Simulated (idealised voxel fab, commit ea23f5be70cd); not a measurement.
The name of this process module is voxel double patterning.
It is cross-section cut that appears here, measuring 210 nm in width, its square cells being 5 nm in size.
We lay out every cross-section as a grid of square cells and spell it out in bands from the top down, where one band means one or more rows of cells.
Basically the band line says how high the top is and how high the bottom is, in nm, and then what's in it from left to right, every material with its width in nm. Empty space shows up as "blank", and if a single material carries "all across" it runs the full band edge to edge.
Zero point of the height axis is 0; under it, received wafer = one material. Lowest band: continues down indefinitely, "z 0 and below".
Width: "30..40" (first number = top row, second number = bottom row, same change from row to row of cells).
"remained unchanged", as given for a step, is the statement that not any cell of the cross-section underwent a change during that step.
The entry "Enclosed cavity list" lists the empty spaces that cover at least 8 cells and have no open path to the top. Each is written as width x height at distance, where the distance is measured from the left edge and all three values are in nm.
Post-settings text on a step line: simulator's own remark regarding the step.
Among the settings permitted on a step's line is "overlay nm"; applied to a step with a mask, it specifies the extent to which the mask lay to the right of its planned position, whereas a negative figure signifies a position to the left.
[Below is the list of planned process steps]
| 1 | RECEIVE: material Si |
| 2 | CONFORMAL_DEP: material SiO2, thk nm 10 |
| 3 | DIRECTIONAL_DEP: material polySi, thk nm 10 |
| 4 | DIRECTIONAL_DEP: material SiN, thk nm 5 |
| 5 | PATTERN: tone open, mask id FIRST, material resist, width nm 15, pitch nm 50, thk nm 15, overlay nm 0 |
| 6 | DIRECTIONAL_ETCH: etch materials SiN, depth nm 5 |
| 7 | STRIP: etch materials resist |
| 8 | DIRECTIONAL_DEP: material aC, thk nm 10 |
| 9 | PATTERN: tone open, mask id SECOND, material resist, width nm 15, pitch nm 50, thk nm 25, overlay nm 0 |
| 10 | DIRECTIONAL_ETCH: etch materials aC, depth nm 10 |
| 11 | STRIP: etch materials resist |
| 12 | DIRECTIONAL_ETCH: etch materials SiN, depth nm 5 |
| 13 | STRIP: etch materials aC |
| 14 | DIRECTIONAL_ETCH: etch materials polySi, depth nm 10 |
| 15 | STRIP: etch materials SiN |
[as received, after step 1]
  z 0 and below  Si all across
  Enclosed cavity list: none
[a wafer at the end: this start, this plan, one mistake]
  z 10 to 0  polySi: 45  blank: 15  polySi: 10  blank: 15  polySi: 10  blank: 15  polySi: 10  blank: 15  polySi: 10  blank: 15  polySi: 50
  z 0 and below  Si all across
  Enclosed cavity list: none
Heads up, the wafer didn't run the way we planned it: step 2 was left out
